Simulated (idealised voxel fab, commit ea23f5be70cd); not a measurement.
process module | voxel ribs on slabs
cross-section cut | 250 nm wide | cells 5 nm
A cross-section is a grid of square cells, given in bands from the top down. A band is one or more rows of cells.
Each band's line starts with the height of the band's top and of its bottom, in nm. Then come its materials from left to right, each with its width in nm. One material with "throughout" fills the band from edge to edge. "air" is empty space.
Height 0 is the level under which the wafer as received is all one material. The lowest band goes on downwards, as in "0 down".
A width such as "30 to 40" changes by the same amount from each row of cells to the next, from the band's top row to its bottom row.
"no change" after a step means that no cell of the cross-section changed.
closed voids: empty space of 8 cells or more with no open way to the top, each as width x height at its distance from the left edge, in nm
after a step's settings: what the simulator itself notes on the step
overlay nm, on a step with a mask: how far to the right of its planned place the mask lay; to the left if negative
Each pair below shows a cross-section before one step and the cross-section after it, down to the lowest band that changed. The line under each pair gives the step between them, with its settings. The pairs can come from different runs of this module on the same starting wafer, so a pair continues from the pair above only where its "before" says so.
before
  0 down: Si throughout
  closed voids: none
after
  20 to 0: SiO2 throughout
  below 0: unchanged
  closed voids: none
the step between: op DIRECTIONAL_DEP | material SiO2 | thk nm 20
before: the cross-section after the pair above
after
  40 to 20: polySi throughout
  below 20: unchanged
  closed voids: none
the step between: op DIRECTIONAL_DEP | material polySi | thk nm 20
before: the cross-section after the pair above
after
  40 to 35: air 115 | polySi 20 | air 115
  below 35: unchanged
  closed voids: none
the step between: op MASKED_ETCH | tone cover | mask id RIB | width nm 20 | etch materials polySi | depth nm 5 | overlay nm 0
before: the cross-section after the pair above
after
  50 to 45: air 115 | aC 20 | air 115
  45 to 40: aC throughout
  40 to 35: aC 115 | polySi 20 | aC 115
  below 35: unchanged
  closed voids: none
the step between: op DIRECTIONAL_DEP | material aC | thk nm 10
before: the cross-section after the pair above
after
  80 to 50: air 85 | resist 80 | air 85
  50 to 45: air 85 | resist 30 | aC 20 | resist 30 | air 85
  below 45: unchanged
  closed voids: none
the step between: op PATTERN | tone cover | mask id SLAB | material resist | width nm 80 | thk nm 30 | overlay nm 0
before: the cross-section after the pair above
after
  70 to 50: air 85 | resist 80 | air 85
  50 to 45: air 85 | resist 30 | aC 20 | resist 30 | air 85
  45 to 40: air 85 | aC 80 | air 85
  40 to 35: air 85 | aC 30 | polySi 20 | aC 30 | air 85
  below 35: unchanged
  closed voids: none
the step between: op DIRECTIONAL_ETCH | etch materials aC | depth nm 10
before: the cross-section after the pair above
after
  50 to 40: air 115 to 85 | aC 20 to 80 | air 115 to 85
  below 40: unchanged
  closed voids: none
the step between: op STRIP | etch materials resist
before: the cross-section after the pair above
after
  50 to 40: air 115 to 85 | aC 20 to 80 | air 115 to 85
  40 to 35: air 85 | aC 30 | polySi 20 | aC 30 | air 85
  35 to 20: air 85 | polySi 80 | air 85
  below 20: unchanged
  closed voids: none
the step between: op DIRECTIONAL_ETCH | etch materials polySi | depth nm 15
before: the cross-section after the pair above
after
  40 to 35: air 115 | polySi 20 | air 115
  below 35: unchanged
  closed voids: none
the step between: op STRIP | etch materials aC
before: the cross-section after the pair above
after
  70 to 40: SiO2 throughout
  40 to 35: SiO2 115 | polySi 20 | SiO2 115
  35 to 20: SiO2 85 | polySi 80 | SiO2 85
  below 20: unchanged
  closed voids: none
the step between: op FILL_DEP | material SiO2 | thk nm 30
before: the cross-section after the pair above
after
  60 to 40: SiO2 throughout
  below 40: unchanged
  closed voids: none
the step between: op CMP | height nm 60
before: the cross-section after the pair above
after
  65 to 60: W throughout
  below 60: unchanged
  closed voids: none
the step between: op DIRECTIONAL_DEP | material W | thk nm 5
before: the cross-section after the pair above
after
  65 to 60: air 110 | W 30 | air 110
  below 60: unchanged
  closed voids: none
the step between: op MASKED_ETCH | tone cover | mask id HEATER | width nm 30 | etch materials W | depth nm 5 | overlay nm 0
before: the cross-section after the pair above
after
  75 to 70: air 100 | SiN 50 | air 100
  70 to 65: SiN throughout
  65 to 60: SiN 110 | W 30 | SiN 110
  below 60: unchanged
  closed voids: none
the step between: op CONFORMAL_DEP | material SiN | thk nm 10
before
  20 to 0: SiO2 throughout
  0 down: Si throughout
  closed voids: none
after
  40 to 0: SiO2 throughout
  below 0: unchanged
  closed voids: none
the step between: op DIRECTIONAL_DEP | material SiO2 | thk nm 20
before: the cross-section after the pair above
after
  60 to 40: polySi throughout
  below 40: unchanged
  closed voids: none
the step between: op DIRECTIONAL_DEP | material polySi | thk nm 20
before: the cross-section after the pair above
after
  60 to 55: air 115 | polySi 20 | air 115
  below 55: unchanged
  closed voids: none
the step between: op MASKED_ETCH | tone cover | mask id RIB | width nm 20 | etch materials polySi | depth nm 5 | overlay nm 0
before: the cross-section after the pair above
after
  70 to 65: air 115 | aC 20 | air 115
  65 to 60: aC throughout
  60 to 55: aC 115 | polySi 20 | aC 115
  below 55: unchanged
  closed voids: none
the step between: op DIRECTIONAL_DEP | material aC | thk nm 10
before: the cross-section after the pair above
after
  100 to 70: air 85 | resist 80 | air 85
  70 to 65: air 85 | resist 30 | aC 20 | resist 30 | air 85
  below 65: unchanged
  closed voids: none
the step between: op PATTERN | tone cover | mask id SLAB | material resist | width nm 80 | thk nm 30 | overlay nm 0
before: the cross-section after the pair above
after
  90 to 70: air 85 | resist 80 | air 85
  70 to 65: air 85 | resist 30 | aC 20 | resist 30 | air 85
  65 to 60: air 85 | aC 80 | air 85
  60 to 55: air 85 | aC 30 | polySi 20 | aC 30 | air 85
  below 55: unchanged
  closed voids: none
the step between: op DIRECTIONAL_ETCH | etch materials aC | depth nm 10
before: the cross-section after the pair above
after
  70 to 60: air 115 to 85 | aC 20 to 80 | air 115 to 85
  below 60: unchanged
  closed voids: none
the step between: op STRIP | etch materials resist
before: the cross-section after the pair above
after
  70 to 60: air 115 to 85 | aC 20 to 80 | air 115 to 85
  60 to 55: air 85 | aC 30 | polySi 20 | aC 30 | air 85
  55 to 40: air 85 | polySi 80 | air 85
  below 40: unchanged
  closed voids: none
the step between: op DIRECTIONAL_ETCH | etch materials polySi | depth nm 15
before: the cross-section after the pair above
after
  60 to 55: air 115 | polySi 20 | air 115
  below 55: unchanged
  closed voids: none
the step between: op STRIP | etch materials aC
before: the cross-section after the pair above
after
  90 to 60: SiO2 throughout
  60 to 55: SiO2 115 | polySi 20 | SiO2 115
  55 to 40: SiO2 85 | polySi 80 | SiO2 85
  below 40: unchanged
  closed voids: none
the step between: op FILL_DEP | material SiO2 | thk nm 30
before: the cross-section after the pair above
after
  60 to 55: SiO2 115 | polySi 20 | SiO2 115
  below 55: unchanged
  closed voids: none
the step between: op CMP | height nm 60
before: the cross-section after the pair above
after
  65 to 60: W throughout
  below 60: unchanged
  closed voids: none
the step between: op DIRECTIONAL_DEP | material W | thk nm 5
before: the cross-section after the pair above
after
  65 to 60: air 110 | W 30 | air 110
  below 60: unchanged
  closed voids: none
the step between: op MASKED_ETCH | tone cover | mask id HEATER | width nm 30 | etch materials W | depth nm 5 | overlay nm 0
before: the cross-section after the pair above
after
  75 to 70: air 100 | SiN 50 | air 100
  70 to 65: SiN throughout
  65 to 60: SiN 110 | W 30 | SiN 110
  below 60: unchanged
  closed voids: none
the step between: op CONFORMAL_DEP | material SiN | thk nm 10
before
  0 down: Si throughout
  closed voids: none
after
  20 to 0: polySi throughout
  below 0: unchanged
  closed voids: none
the step between: op DIRECTIONAL_DEP | material polySi | thk nm 20
before: the cross-section after the pair above
after
  40 to 20: SiO2 throughout
  below 20: unchanged
  closed voids: none
the step between: op DIRECTIONAL_DEP | material SiO2 | thk nm 20
before: the cross-section after the pair above
after
  50 to 40: aC throughout
  below 40: unchanged
  closed voids: none
the step between: op DIRECTIONAL_DEP | material aC | thk nm 10
before: the cross-section after the pair above
after
  80 to 50: air 85 | resist 80 | air 85
  below 50: unchanged
  closed voids: none
the step between: op PATTERN | tone cover | mask id SLAB | material resist | width nm 80 | thk nm 30 | overlay nm 0
before: the cross-section after the pair above
after
  70 to 50: air 85 | resist 80 | air 85
  50 to 40: air 85 | aC 80 | air 85
  below 40: unchanged
  closed voids: none
the step between: op DIRECTIONAL_ETCH | etch materials aC | depth nm 10
before: the cross-section after the pair above
after
  50 to 40: air 85 | aC 80 | air 85
  below 40: unchanged
  closed voids: none
the step between: op STRIP | etch materials resist
before: the cross-section after the pair above
after
  40 to 20: SiO2 throughout
  below 20: unchanged
  closed voids: none
the step between: op STRIP | etch materials aC
before: the cross-section after the pair above
after
  70 to 20: SiO2 throughout
  below 20: unchanged
  closed voids: none
the step between: op FILL_DEP | material SiO2 | thk nm 30
before: the cross-section after the pair above
after
  60 to 20: SiO2 throughout
  below 20: unchanged
  closed voids: none
the step between: op CMP | height nm 60
before: the cross-section after the pair above
after
  65 to 60: W throughout
  below 60: unchanged
  closed voids: none
the step between: op DIRECTIONAL_DEP | material W | thk nm 5
before: the cross-section after the pair above
after
  65 to 60: air 110 | W 30 | air 110
  below 60: unchanged
  closed voids: none
the step between: op MASKED_ETCH | tone cover | mask id HEATER | width nm 30 | etch materials W | depth nm 5 | overlay nm 0
before: the cross-section after the pair above
after
  75 to 70: air 100 | SiN 50 | air 100
  70 to 65: SiN throughout
  65 to 60: SiN 110 | W 30 | SiN 110
  below 60: unchanged
  closed voids: none
the step between: op CONFORMAL_DEP | material SiN | thk nm 10
before
  40 to 20: polySi throughout
  20 to 0: SiO2 throughout
  0 down: Si throughout
  closed voids: none
after
  40 to 25: air 115 | polySi 20 | air 115
  below 25: unchanged
  closed voids: none
the step between: op MASKED_ETCH | tone cover | mask id RIB | width nm 20 | etch materials polySi | depth nm 15 | overlay nm 0
before: the cross-section after the pair above
after
  50 to 40: air 115 | aC 20 | air 115
  40 to 35: air 115 | polySi 20 | air 115
  35 to 25: aC 115 | polySi 20 | aC 115
  below 25: unchanged
  closed voids: none
the step between: op DIRECTIONAL_DEP | material aC | thk nm 10
before: the cross-section after the pair above
after
  80 to 50: air 85 | resist 80 | air 85
  50 to 40: air 85 | resist 30 | aC 20 | resist 30 | air 85
  40 to 35: air 85 | resist 30 | polySi 20 | resist 30 | air 85
  below 35: unchanged
  closed voids: none
the step between: op PATTERN | tone cover | mask id SLAB | material resist | width nm 80 | thk nm 30 | overlay nm 0
before: the cross-section after the pair above
after
  70 to 50: air 85 | resist 80 | air 85
  50 to 40: air 85 | resist 30 | aC 20 | resist 30 | air 85
  40 to 35: air 85 | resist 30 | polySi 20 | resist 30 | air 85
  35 to 25: air 85 | aC 30 | polySi 20 | aC 30 | air 85
  below 25: unchanged
  closed voids: none
the step between: op DIRECTIONAL_ETCH | etch materials aC | depth nm 10
before: the cross-section after the pair above
after
  50 to 40: air 115 | aC 20 | air 115
  40 to 35: air 115 | polySi 20 | air 115
  below 35: unchanged
  closed voids: none
the step between: op STRIP | etch materials resist
before: the cross-section after the pair above
after
  50 to 40: air 115 | aC 20 | air 115
  40 to 35: air 115 | polySi 20 | air 115
  35 to 25: air 85 | aC 30 | polySi 20 | aC 30 | air 85
  25 to 20: air 85 | polySi 80 | air 85
  below 20: unchanged
  closed voids: none
the step between: op DIRECTIONAL_ETCH | etch materials polySi | depth nm 15
before: the cross-section after the pair above
after
  40 to 25: air 115 | polySi 20 | air 115
  below 25: unchanged
  closed voids: none
the step between: op STRIP | etch materials aC
before: the cross-section after the pair above
after
  70 to 40: SiO2 throughout
  40 to 25: SiO2 115 | polySi 20 | SiO2 115
  25 to 20: SiO2 85 | polySi 80 | SiO2 85
  below 20: unchanged
  closed voids: none
the step between: op FILL_DEP | material SiO2 | thk nm 30
before: the cross-section after the pair above
after
  60 to 40: SiO2 throughout
  below 40: unchanged
  closed voids: none
the step between: op CMP | height nm 60
before: the cross-section after the pair above
after
  65 to 60: W throughout
  below 60: unchanged
  closed voids: none
the step between: op DIRECTIONAL_DEP | material W | thk nm 5
before: the cross-section after the pair above
after
  65 to 60: air 110 | W 30 | air 110
  below 60: unchanged
  closed voids: none
the step between: op MASKED_ETCH | tone cover | mask id HEATER | width nm 30 | etch materials W | depth nm 5 | overlay nm 0
before: the cross-section after the pair above
after
  75 to 70: air 100 | SiN 50 | air 100
  70 to 65: SiN throughout
  65 to 60: SiN 110 | W 30 | SiN 110
  below 60: unchanged
  closed voids: none
the step between: op CONFORMAL_DEP | material SiN | thk nm 10
before
  50 to 45: air 115 | aC 20 | air 115
  45 to 40: aC throughout
  40 to 35: aC 115 | polySi 20 | aC 115
  35 to 20: polySi throughout
  20 to 0: SiO2 throughout
  0 down: Si throughout
  closed voids: none
after
  80 to 50: air 90 | resist 70 | air 90
  50 to 45: air 90 | resist 25 | aC 20 | resist 25 | air 90
  below 45: unchanged
  closed voids: none
the step between: op PATTERN | tone cover | mask id SLAB | material resist | width nm 70 | thk nm 30 | overlay nm 0
before: the cross-section after the pair above
after
  70 to 50: air 90 | resist 70 | air 90
  50 to 45: air 90 | resist 25 | aC 20 | resist 25 | air 90
  45 to 40: air 90 | aC 70 | air 90
  40 to 35: air 90 | aC 25 | polySi 20 | aC 25 | air 90
  below 35: unchanged
  closed voids: none
the step between: op DIRECTIONAL_ETCH | etch materials aC | depth nm 10
before: the cross-section after the pair above
after
  50 to 40: air 115 to 90 | aC 20 to 70 | air 115 to 90
  below 40: unchanged
  closed voids: none
the step between: op STRIP | etch materials resist
before: the cross-section after the pair above
after
  50 to 40: air 115 to 90 | aC 20 to 70 | air 115 to 90
  40 to 35: air 90 | aC 25 | polySi 20 | aC 25 | air 90
  35 to 20: air 90 | polySi 70 | air 90
  below 20: unchanged
  closed voids: none
the step between: op DIRECTIONAL_ETCH | etch materials polySi | depth nm 15
before: the cross-section after the pair above
after
  40 to 35: air 115 | polySi 20 | air 115
  below 35: unchanged
  closed voids: none
the step between: op STRIP | etch materials aC
before: the cross-section after the pair above
after
  70 to 40: SiO2 throughout
  40 to 35: SiO2 115 | polySi 20 | SiO2 115
  35 to 20: SiO2 90 | polySi 70 | SiO2 90
  below 20: unchanged
  closed voids: none
the step between: op FILL_DEP | material SiO2 | thk nm 30
before: the cross-section after the pair above
after
  60 to 40: SiO2 throughout
  below 40: unchanged
  closed voids: none
the step between: op CMP | height nm 60
before: the cross-section after the pair above
after
  65 to 60: W throughout
  below 60: unchanged
  closed voids: none
the step between: op DIRECTIONAL_DEP | material W | thk nm 5
before: the cross-section after the pair above
after
  65 to 60: air 110 | W 30 | air 110
  below 60: unchanged
  closed voids: none
the step between: op MASKED_ETCH | tone cover | mask id HEATER | width nm 30 | etch materials W | depth nm 5 | overlay nm 0
before: the cross-section after the pair above
after
  75 to 70: air 100 | SiN 50 | air 100
  70 to 65: SiN throughout
  65 to 60: SiN 110 | W 30 | SiN 110
  below 60: unchanged
  closed voids: none
the step between: op CONFORMAL_DEP | material SiN | thk nm 10
before
  40 to 20: polySi throughout
  20 to 0: SiO2 throughout
  0 down: Si throughout
  closed voids: none
after
  40 to 35: air 110 | polySi 20 | air 120
  below 35: unchanged
  closed voids: none
the step between: op MASKED_ETCH | tone cover | mask id RIB | width nm 20 | etch materials polySi | depth nm 5 | overlay nm -5
before: the cross-section after the pair above
after
  50 to 45: air 110 | aC 20 | air 120
  45 to 40: aC throughout
  40 to 35: aC 110 | polySi 20 | aC 120
  below 35: unchanged
  closed voids: none
the step between: op DIRECTIONAL_DEP | material aC | thk nm 10
before: the cross-section after the pair above
after
  80 to 50: air 85 | resist 80 | air 85
  50 to 45: air 85 | resist 25 | aC 20 | resist 35 | air 85
  below 45: unchanged
  closed voids: none
the step between: op PATTERN | tone cover | mask id SLAB | material resist | width nm 80 | thk nm 30 | overlay nm 0
before: the cross-section after the pair above
after
  70 to 50: air 85 | resist 80 | air 85
  50 to 45: air 85 | resist 25 | aC 20 | resist 35 | air 85
  45 to 40: air 85 | aC 80 | air 85
  40 to 35: air 85 | aC 25 | polySi 20 | aC 35 | air 85
  below 35: unchanged
  closed voids: none
the step between: op DIRECTIONAL_ETCH | etch materials aC | depth nm 10
before: the cross-section after the pair above
after
  50 to 40: air 110 to 85 | aC 20 to 80 | air 120 to 85
  below 40: unchanged
  closed voids: none
the step between: op STRIP | etch materials resist
before: the cross-section after the pair above
after
  50 to 40: air 110 to 85 | aC 20 to 80 | air 120 to 85
  40 to 35: air 85 | aC 25 | polySi 20 | aC 35 | air 85
  35 to 20: air 85 | polySi 80 | air 85
  below 20: unchanged
  closed voids: none
the step between: op DIRECTIONAL_ETCH | etch materials polySi | depth nm 15
before: the cross-section after the pair above
after
  40 to 35: air 110 | polySi 20 | air 120
  below 35: unchanged
  closed voids: none
the step between: op STRIP | etch materials aC
before: the cross-section after the pair above
after
  70 to 40: SiO2 throughout
  40 to 35: SiO2 110 | polySi 20 | SiO2 120
  35 to 20: SiO2 85 | polySi 80 | SiO2 85
  below 20: unchanged
  closed voids: none
the step between: op FILL_DEP | material SiO2 | thk nm 30
before: the cross-section after the pair above
after
  60 to 40: SiO2 throughout
  below 40: unchanged
  closed voids: none
the step between: op CMP | height nm 60
before: the cross-section after the pair above
after
  65 to 60: W throughout
  below 60: unchanged
  closed voids: none
the step between: op DIRECTIONAL_DEP | material W | thk nm 5
before: the cross-section after the pair above
after
  65 to 60: air 110 | W 30 | air 110
  below 60: unchanged
  closed voids: none
the step between: op MASKED_ETCH | tone cover | mask id HEATER | width nm 30 | etch materials W | depth nm 5 | overlay nm 0
before: the cross-section after the pair above
after
  75 to 70: air 100 | SiN 50 | air 100
  70 to 65: SiN throughout
  65 to 60: SiN 110 | W 30 | SiN 110
  below 60: unchanged
  closed voids: none
the step between: op CONFORMAL_DEP | material SiN | thk nm 10
before
  60 to 40: SiO2 throughout
  40 to 35: SiO2 115 | polySi 20 | SiO2 115
  35 to 20: SiO2 85 | polySi 80 | SiO2 85
  20 to 0: SiO2 throughout
  0 down: Si throughout
  closed voids: none
after
  65 to 60: aC throughout
  below 60: unchanged
  closed voids: none
the step between: op DIRECTIONAL_DEP | material aC | thk nm 5
before: the cross-section after the pair above
after
  75 to 65: SiN throughout
  below 65: unchanged
  closed voids: none
the step between: op CONFORMAL_DEP | material SiN | thk nm 10
before
  50 to 45: air 115 | aC 20 | air 115
  45 to 40: aC throughout
  40 to 35: aC 115 | polySi 20 | aC 115
  35 to 20: polySi throughout
  20 to 0: SiO2 throughout
  0 down: Si throughout
  closed voids: none
after
  80 to 50: resist 85 | air 80 | resist 85
  50 to 45: resist 85 | air 30 | aC 20 | air 30 | resist 85
  below 45: unchanged
  closed voids: none
the step between: op PATTERN | tone open | mask id SLAB | material resist | width nm 80 | thk nm 30 | overlay nm 0
before: the cross-section after the pair above
after
  70 to 45: resist 85 | air 80 | resist 85
  45 to 40: aC 85 | air 80 | aC 85
  40 to 35: aC 85 | air 30 | polySi 20 | air 30 | aC 85
  below 35: unchanged
  closed voids: none
the step between: op DIRECTIONAL_ETCH | etch materials aC | depth nm 10
before: the cross-section after the pair above
after
  45 to 40: aC 85 | air 80 | aC 85
  below 40: unchanged
  closed voids: none
the step between: op STRIP | etch materials resist
before: the cross-section after the pair above
after
  45 to 35: aC 85 | air 80 | aC 85
  35 to 25: polySi 85 | air 80 | polySi 85
  25 to 20: polySi 85 | air 30 | polySi 20 | air 30 | polySi 85
  below 20: unchanged
  closed voids: none
the step between: op DIRECTIONAL_ETCH | etch materials polySi | depth nm 15
before: the cross-section after the pair above
after
  35 to 25: polySi 85 | air 80 | polySi 85
  below 25: unchanged
  closed voids: none
the step between: op STRIP | etch materials aC
before: the cross-section after the pair above
after
  65 to 35: SiO2 throughout
  35 to 25: polySi 85 | SiO2 80 | polySi 85
  25 to 20: polySi 85 | SiO2 30 | polySi 20 | SiO2 30 | polySi 85
  below 20: unchanged
  closed voids: none
the step between: op FILL_DEP | material SiO2 | thk nm 30
before: the cross-section after the pair above
after
  60 to 35: SiO2 throughout
  below 35: unchanged
  closed voids: none
the step between: op CMP | height nm 60
before: the cross-section after the pair above
after
  65 to 60: W throughout
  below 60: unchanged
  closed voids: none
the step between: op DIRECTIONAL_DEP | material W | thk nm 5
before: the cross-section after the pair above
after
  65 to 60: air 110 | W 30 | air 110
  below 60: unchanged
  closed voids: none
the step between: op MASKED_ETCH | tone cover | mask id HEATER | width nm 30 | etch materials W | depth nm 5 | overlay nm 0
before: the cross-section after the pair above
after
  75 to 70: air 100 | SiN 50 | air 100
  70 to 65: SiN throughout
  65 to 60: SiN 110 | W 30 | SiN 110
  below 60: unchanged
  closed voids: none
the step between: op CONFORMAL_DEP | material SiN | thk nm 10
